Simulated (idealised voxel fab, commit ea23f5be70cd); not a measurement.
process module | voxel capacitor over wiring
cross-section cut | 300 nm wide | cells 5 nm
A cross-section is a grid of square cells, given in bands from the top down. A band is one or more rows of cells.
Each band's line starts with the height of the band's top and of its bottom, in nm. Then come its materials from left to right, each with its width in nm. One material with "throughout" fills the band from edge to edge. "air" is empty space.
Height 0 is the level under which the wafer as received is all one material. The lowest band goes on downwards, as in "0 down".
A width such as "30 to 40" changes by the same amount from each row of cells to the next, from the band's top row to its bottom row.
"no change" after a step means that no cell of the cross-section changed.
closed voids: empty space of 8 cells or more with no open way to the top, each as width x height at its distance from the left edge, in nm
after a step's settings: what the simulator itself notes on the step
overlay nm, on a step with a mask: how far to the right of its planned place the mask lay; to the left if negative
plan
1 op RECEIVE | material Si
2 op CONFORMAL_DEP | material SiO2 | thk nm 10
3 op CONFORMAL_DEP | material SiCN | thk nm 5
4 op DIRECTIONAL_DEP | material lowk | thk nm 25
5 op MASKED_ETCH | tone open | mask id METAL_1 | width nm 30 | pitch nm 100 | etch materials lowk | depth nm 25 | overlay nm 0
6 op MASKED_ETCH | tone open | mask id METAL_1 | width nm 30 | pitch nm 100 | etch materials SiCN | depth nm 5 | overlay nm 0
7 op CONFORMAL_DEP | material TiN | thk nm 5
8 op FILL_DEP | material Cu | thk nm 5
9 op CMP | height nm 40
10 op EPI | material Ru | thk nm 5
11 op FILL_DEP | material SiCN | thk nm 5
12 op DIRECTIONAL_DEP | material lowk | thk nm 10
13 op DIRECTIONAL_DEP | material aC | thk nm 15
14 op PATTERN | tone open | mask id PLUG_1 | material resist | width nm 15 | thk nm 35 | overlay nm 0
15 op DIRECTIONAL_ETCH | etch materials aC | depth nm 15
16 op STRIP | etch materials resist
17 op DIRECTIONAL_ETCH | etch materials lowk | depth nm 10
18 op DIRECTIONAL_ETCH | etch materials SiCN | depth nm 5
19 op STRIP | etch materials aC
20 op EPI | material Ru | thk nm 10
21 op EPI | material Ru | thk nm 5
22 op DIRECTIONAL_DEP | material TiN | thk nm 5
23 op DIRECTIONAL_DEP | material SiN | thk nm 5
24 op DIRECTIONAL_DEP | material TiN | thk nm 5
25 op DIRECTIONAL_DEP | material aC | thk nm 15
26 op PATTERN | tone cover | mask id UPPER_PLATE | material resist | width nm 75 | thk nm 30 | overlay nm 0
27 op DIRECTIONAL_ETCH | etch materials aC | depth nm 15
28 op STRIP | etch materials resist
29 op DIRECTIONAL_ETCH | etch materials TiN | depth nm 5
30 op DIRECTIONAL_ETCH | etch materials SiN | depth nm 5
31 op STRIP | etch materials aC
32 op DIRECTIONAL_DEP | material aC | thk nm 15
33 op PATTERN | tone cover | mask id LOWER_PLATE | material resist | width nm 85 | thk nm 35 | overlay nm 0
34 op DIRECTIONAL_ETCH | etch materials aC | depth nm 15
35 op STRIP | etch materials resist
36 op DIRECTIONAL_ETCH | etch materials TiN | depth nm 5
37 op STRIP | etch materials aC
38 op FILL_DEP | material SiO2 | thk nm 15
39 op CMP | height nm 85
40 op DIRECTIONAL_DEP | material aC | thk nm 15
41 op PATTERN | tone open | mask id PLUG_2 | material resist | width nm 15 | thk nm 35 | overlay nm 0
42 op DIRECTIONAL_ETCH | etch materials aC | depth nm 15
43 op STRIP | etch materials resist
44 op DIRECTIONAL_ETCH | etch materials SiO2 | depth nm 10
45 op STRIP | etch materials aC
46 op CONFORMAL_DEP | material TiN | thk nm 5
47 op FILL_DEP | material Cu | thk nm 10
48 op CMP | height nm 85
49 op CONFORMAL_DEP | material SiCN | thk nm 5
as received, after step 1
  0 down: Si throughout
  closed voids: none
a wafer at the end: this start, this plan, one mistake
  90 to 85: SiCN throughout
  85 to 80: SiO2 100 | TiN 75 | SiO2 125
  80 to 75: SiO2 100 | SiN 75 | SiO2 125
  75 to 65: SiN throughout
  65 to 60: TiN throughout
  60 to 50: lowk 100 | Ru 15 | lowk 185
  50 to 45: SiCN 100 | Ru 15 | SiCN 185
  45 to 40: SiCN 80 | Ru 40 | SiCN 60 | Ru 40 | SiCN 80
  40 to 15: lowk 85 | TiN 5 | Cu 20 | TiN 5 | lowk 70 | TiN 5 | Cu 20 | TiN 5 | lowk 85
  15 to 10: SiCN 85 | TiN 30 | SiCN 70 | TiN 30 | SiCN 85
  10 to 0: SiO2 throughout
  0 down: Si throughout
  closed voids: none
what went wrong: step 23 ran as: op DIRECTIONAL_DEP | material SiN | thk nm 15
